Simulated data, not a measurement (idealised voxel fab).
Herein follows the process module entitled voxel capacitor over wiring.
FYI the section here is cut, 215 nm wide, cells are 5 nm squares.
Cross-section spec: square-cell grid; bands listed top down; each band is one or more rows. Top height, bottom height, nm. Materials left to right, width each, nm. Single material + "full width" = fills band edge to edge. "empty" = empty. Convention: height 0 is the level below which the wafer, as received, is all one material. The lowest band does not terminate at the bottom but continues downward, represented as "from 0 down". Width: "30 to 40" (first number = top row, second number = bottom row, same change from row to row of cells). Given "nothing altered" for a step, no cell of the cross-section differs between before and after that step. Look at "Voids lacking openings" for the closed voids: empty spaces with no open path to the top, sized 8 cells or up. Each is width x height at distance, distance from the left edge, all nm. It should be noted that, on the line of a given step, the content following the step's settings is a remark produced by the simulator itself with respect to that step. overlay nm: for a step with a mask, the amount by which the mask lay right of where it was planned; a negative amount means left of it.
The following list gives the planned process steps:
step 1: RECEIVE (material Si)
step 2: CONFORMAL_DEP (material SiO2; thk nm 15)
step 3: DIRECTIONAL_DEP (material TiN; thk nm 5)
step 4: DIRECTIONAL_DEP (material Ru; thk nm 25)
step 5: PATTERN (tone cover; mask id METAL_1; material resist; width nm 20; pitch nm 80; thk nm 15; overlay nm 0)
step 6: DIRECTIONAL_ETCH (etch materials Ru; depth nm 25)
step 7: DIRECTIONAL_ETCH (etch materials TiN; depth nm 5)
step 8: STRIP (etch materials resist)
step 9: FILL_DEP (material SiO2; thk nm 5)
step 10: CMP (height nm 45)
step 11: CONFORMAL_DEP (material SiCN; thk nm 5)
step 12: DIRECTIONAL_DEP (material SiO2; thk nm 10)
step 13: PATTERN (tone open; mask id PLUG_1; material resist; width nm 15; thk nm 15; overlay nm 0)
step 14: DIRECTIONAL_ETCH (etch materials SiO2; depth nm 10)
step 15: DIRECTIONAL_ETCH (etch materials SiCN; depth nm 5)
step 16: STRIP (etch materials resist)
step 17: EPI (material Ru; thk nm 10)
step 18: EPI (material Ru; thk nm 5)
step 19: DIRECTIONAL_DEP (material TiN; thk nm 10)
step 20: DIRECTIONAL_DEP (material Al2O3; thk nm 5)
step 21: DIRECTIONAL_DEP (material TiN; thk nm 5)
step 22: DIRECTIONAL_DEP (material aC; thk nm 15)
step 23: PATTERN (tone cover; mask id UPPER_PLATE; material resist; width nm 65; thk nm 30; overlay nm 0)
step 24: DIRECTIONAL_ETCH (etch materials aC; depth nm 15)
step 25: STRIP (etch materials resist)
step 26: DIRECTIONAL_ETCH (etch materials TiN; depth nm 5)
step 27: DIRECTIONAL_ETCH (etch materials Al2O3; depth nm 5)
step 28: STRIP (etch materials aC)
step 29: PATTERN (tone cover; mask id LOWER_PLATE; material resist; width nm 75; thk nm 20; overlay nm 0)
step 30: DIRECTIONAL_ETCH (etch materials TiN; depth nm 10)
step 31: STRIP (etch materials resist)
step 32: FILL_DEP (material SiO2; thk nm 15)
step 33: CMP (height nm 90)
step 34: PATTERN (tone open; mask id PLUG_2; material resist; width nm 15; thk nm 15; overlay nm 0)
step 35: DIRECTIONAL_ETCH (etch materials SiO2; depth nm 10)
step 36: STRIP (etch materials resist)
step 37: CONFORMAL_DEP (material TiN; thk nm 5)
step 38: FILL_DEP (material W; thk nm 10)
step 39: CMP (height nm 90)
step 40: CONFORMAL_DEP (material SiCN; thk nm 5)
First of two wafers - as planned:
Shown in cross-section is the wafer as received, that is, as it stands after step 1:
	from 0 down = Si full width
	Voids lacking openings: none
Cross-sectional representation of the wafer at the conclusion of step 2:
	from 15 to 0 = SiO2 full width
	Below 0, no change.
Cross-sectional representation of the wafer at the conclusion of step 3:
	from 20 to 15 = TiN full width
	Below 15, no change.
Cross-sectional representation of the wafer at the conclusion of step 4:
	from 45 to 20 = Ru full width
	Below 20, no change.
Cross-sectional representation of the wafer at the conclusion of step 5:
	from 60 to 45 = empty 55, then resist 20, then empty 60, then resist 20, then empty 60
	Below 45, no change.
Cross-sectional representation of the wafer at the conclusion of step 6:
	from 60 to 45 = empty 55, then resist 20, then empty 60, then resist 20, then empty 60
	from 45 to 20 = empty 55, then Ru 20, then empty 60, then Ru 20, then empty 60
	Below 20, no change.
Cross-sectional representation of the wafer at the conclusion of step 7:
	from 60 to 45 = empty 55, then resist 20, then empty 60, then resist 20, then empty 60
	from 45 to 20 = empty 55, then Ru 20, then empty 60, then Ru 20, then empty 60
	from 20 to 15 = empty 55, then TiN 20, then empty 60, then TiN 20, then empty 60
	Below 15, no change.
Cross-sectional representation of the wafer at the conclusion of step 8:
	from 45 to 20 = empty 55, then Ru 20, then empty 60, then Ru 20, then empty 60
	Below 20, no change.
Cross-sectional representation of the wafer at the conclusion of step 9:
	from 50 to 45 = SiO2 full width
	from 45 to 20 = SiO2 55, then Ru 20, then SiO2 60, then Ru 20, then SiO2 60
	from 20 to 15 = SiO2 55, then TiN 20, then SiO2 60, then TiN 20, then SiO2 60
	Below 15, no change.
Cross-sectional representation of the wafer at the conclusion of step 10:
	from 45 to 20 = SiO2 55, then Ru 20, then SiO2 60, then Ru 20, then SiO2 60
	Below 20, no change.
Cross-sectional representation of the wafer at the conclusion of step 11:
	from 50 to 45 = SiCN full width
	Below 45, no change.
Cross-sectional representation of the wafer at the conclusion of step 12:
	from 60 to 50 = SiO2 full width
	Below 50, no change.
Cross-sectional representation of the wafer at the conclusion of step 13:
	from 75 to 60 = resist 60, then empty 15, then resist 140
	Below 60, no change.
Cross-sectional representation of the wafer at the conclusion of step 14:
	from 75 to 60 = resist 60, then empty 15, then resist 140
	from 60 to 50 = SiO2 60, then empty 15, then SiO2 140
	Below 50, no change.
Cross-sectional representation of the wafer at the conclusion of step 15:
	from 75 to 60 = resist 60, then empty 15, then resist 140
	from 60 to 50 = SiO2 60, then empty 15, then SiO2 140
	from 50 to 45 = SiCN 60, then empty 15, then SiCN 140
	Below 45, no change.
Cross-sectional representation of the wafer at the conclusion of step 16:
	from 60 to 50 = SiO2 60, then empty 15, then SiO2 140
	Below 50, no change.
Cross-sectional representation of the wafer at the conclusion of step 17:
	from 60 to 55 = SiO2 60, then empty 15, then SiO2 140
	from 55 to 50 = SiO2 60, then Ru 15, then SiO2 140
	from 50 to 45 = SiCN 60, then Ru 15, then SiCN 140
	Below 45, no change.
Cross-sectional representation of the wafer at the conclusion of step 18:
	from 60 to 50 = SiO2 60, then Ru 15, then SiO2 140
	Below 50, no change.
Cross-sectional representation of the wafer at the conclusion of step 19:
	from 70 to 60 = TiN full width
	Below 60, no change.
Cross-sectional representation of the wafer at the conclusion of step 20:
	from 75 to 70 = Al2O3 full width
	Below 70, no change.
Cross-sectional representation of the wafer at the conclusion of step 21:
	from 80 to 75 = TiN full width
	Below 75, no change.
Cross-sectional representation of the wafer at the conclusion of step 22:
	from 95 to 80 = aC full width
	Below 80, no change.
Cross-sectional representation of the wafer at the conclusion of step 23:
	from 125 to 95 = empty 60, then resist 65, then empty 90
	Below 95, no change.
Cross-sectional representation of the wafer at the conclusion of step 24:
	from 110 to 95 = empty 60, then resist 65, then empty 90
	from 95 to 80 = empty 60, then aC 65, then empty 90
	Below 80, no change.
Cross-sectional representation of the wafer at the conclusion of step 25:
	from 95 to 80 = empty 60, then aC 65, then empty 90
	Below 80, no change.
Cross-sectional representation of the wafer at the conclusion of step 26:
	from 95 to 80 = empty 60, then aC 65, then empty 90
	from 80 to 75 = empty 60, then TiN 65, then empty 90
	Below 75, no change.
Cross-sectional representation of the wafer at the conclusion of step 27:
	from 95 to 80 = empty 60, then aC 65, then empty 90
	from 80 to 75 = empty 60, then TiN 65, then empty 90
	from 75 to 70 = empty 60, then Al2O3 65, then empty 90
	Below 70, no change.
Cross-sectional representation of the wafer at the conclusion of step 28:
	from 80 to 75 = empty 60, then TiN 65, then empty 90
	Below 75, no change.
Cross-sectional representation of the wafer at the conclusion of step 29:
	from 100 to 80 = empty 55, then resist 75, then empty 85
	from 80 to 75 = empty 55, then resist 5, then TiN 65, then resist 5, then empty 85
	from 75 to 70 = empty 55, then resist 5, then Al2O3 65, then resist 5, then empty 85
	Below 70, no change.
Cross-sectional representation of the wafer at the conclusion of step 30:
	from 100 to 80 = empty 55, then resist 75, then empty 85
	from 80 to 75 = empty 55, then resist 5, then TiN 65, then resist 5, then empty 85
	from 75 to 70 = empty 55, then resist 5, then Al2O3 65, then resist 5, then empty 85
	from 70 to 60 = empty 55, then TiN 75, then empty 85
	Below 60, no change.
Cross-sectional representation of the wafer at the conclusion of step 31:
	from 80 to 75 = empty 60, then TiN 65, then empty 90
	from 75 to 70 = empty 60, then Al2O3 65, then empty 90
	Below 70, no change.
Cross-sectional representation of the wafer at the conclusion of step 32:
	from 95 to 80 = SiO2 full width
	from 80 to 75 = SiO2 60, then TiN 65, then SiO2 90
	from 75 to 70 = SiO2 60, then Al2O3 65, then SiO2 90
	from 70 to 60 = SiO2 55, then TiN 75, then SiO2 85
	Below 60, no change.
Cross-sectional representation of the wafer at the conclusion of step 33:
	from 90 to 80 = SiO2 full width
	Below 80, no change.
Cross-sectional representation of the wafer at the conclusion of step 34:
	from 105 to 90 = resist 70, then empty 15, then resist 130
	Below 90, no change.
Cross-sectional representation of the wafer at the conclusion of step 35:
	from 105 to 90 = resist 70, then empty 15, then resist 130
	from 90 to 80 = SiO2 70, then empty 15, then SiO2 130
	Below 80, no change.
Cross-sectional representation of the wafer at the conclusion of step 36:
	from 90 to 80 = SiO2 70, then empty 15, then SiO2 130
	Below 80, no change.
Cross-sectional representation of the wafer at the conclusion of step 37:
	from 95 to 90 = TiN 75, then empty 5, then TiN 135
	from 90 to 85 = SiO2 70, then TiN 5, then empty 5, then TiN 5, then SiO2 130
	from 85 to 75 = SiO2 70 to 60, then TiN 15 to 65, then SiO2 130 to 90
	Below 75, no change.
Cross-sectional representation of the wafer at the conclusion of step 38:
	from 105 to 95 = W full width
	from 95 to 90 = TiN 75, then W 5, then TiN 135
	from 90 to 85 = SiO2 70, then TiN 5, then W 5, then TiN 5, then SiO2 130
	Below 85, no change.
Cross-sectional representation of the wafer at the conclusion of step 39:
	from 90 to 85 = SiO2 70, then TiN 5, then W 5, then TiN 5, then SiO2 130
	Below 85, no change.
Cross-sectional representation of the wafer at the conclusion of step 40:
	from 95 to 90 = SiCN full width
	Below 90, no change.
The remaining wafer, second of the two, started like the first and was run to the same plan, except that one mistake was made along the way; the two coincide through step 20, inclusive:
when step 21 should have ended:
	from 80 to 75 = W full width
	Below 75, no change.
when step 22 should have ended:
	from 95 to 80 = aC full width
	Below 80, no change.
when step 23 should have ended:
	from 125 to 95 = empty 60, then resist 65, then empty 90
	Below 95, no change.
when step 24 should have ended:
	from 110 to 95 = empty 60, then resist 65, then empty 90
	from 95 to 80 = empty 60, then aC 65, then empty 90
	Below 80, no change.
when step 25 should have ended:
	from 95 to 80 = empty 60, then aC 65, then empty 90
	Below 80, no change.
when step 26 should have ended: nothing altered
when step 27 should have ended: nothing altered
when step 28 should have ended:
	from 80 to 75 = W full width
	Below 75, no change.
when step 29 should have ended:
	from 100 to 80 = empty 55, then resist 75, then empty 85
	Below 80, no change.
when step 30 should have ended: nothing altered
when step 31 should have ended:
	from 80 to 75 = W full width
	Below 75, no change.
when step 32 should have ended:
	from 95 to 80 = SiO2 full width
	Below 80, no change.
when step 33 should have ended:
	from 90 to 80 = SiO2 full width
	Below 80, no change.
when step 34 should have ended:
	from 105 to 90 = resist 70, then empty 15, then resist 130
	Below 90, no change.
when step 35 should have ended:
	from 105 to 90 = resist 70, then empty 15, then resist 130
	from 90 to 80 = SiO2 70, then empty 15, then SiO2 130
	Below 80, no change.
when step 36 should have ended:
	from 90 to 80 = SiO2 70, then empty 15, then SiO2 130
	Below 80, no change.
when step 37 should have ended:
	from 95 to 90 = TiN 75, then empty 5, then TiN 135
	from 90 to 85 = SiO2 70, then TiN 5, then empty 5, then TiN 5, then SiO2 130
	from 85 to 80 = SiO2 70, then TiN 15, then SiO2 130
	Below 80, no change.
when step 38 should have ended:
	from 105 to 95 = W full width
	from 95 to 90 = TiN 75, then W 5, then TiN 135
	from 90 to 85 = SiO2 70, then TiN 5, then W 5, then TiN 5, then SiO2 130
	Below 85, no change.
when step 39 should have ended:
	from 90 to 85 = SiO2 70, then TiN 5, then W 5, then TiN 5, then SiO2 130
	Below 85, no change.
when step 40 should have ended:
	from 95 to 90 = SiCN full width
	Below 90, no change.
Misprocessing identified: step 21 ran as: DIRECTIONAL_DEP (material W; thk nm 5)
Final cells, second wafer relative to first, materials higher or lower: 30 more of Al2O3 | 116 fewer of SiO2 | 43 more of TiN | 43 more of W
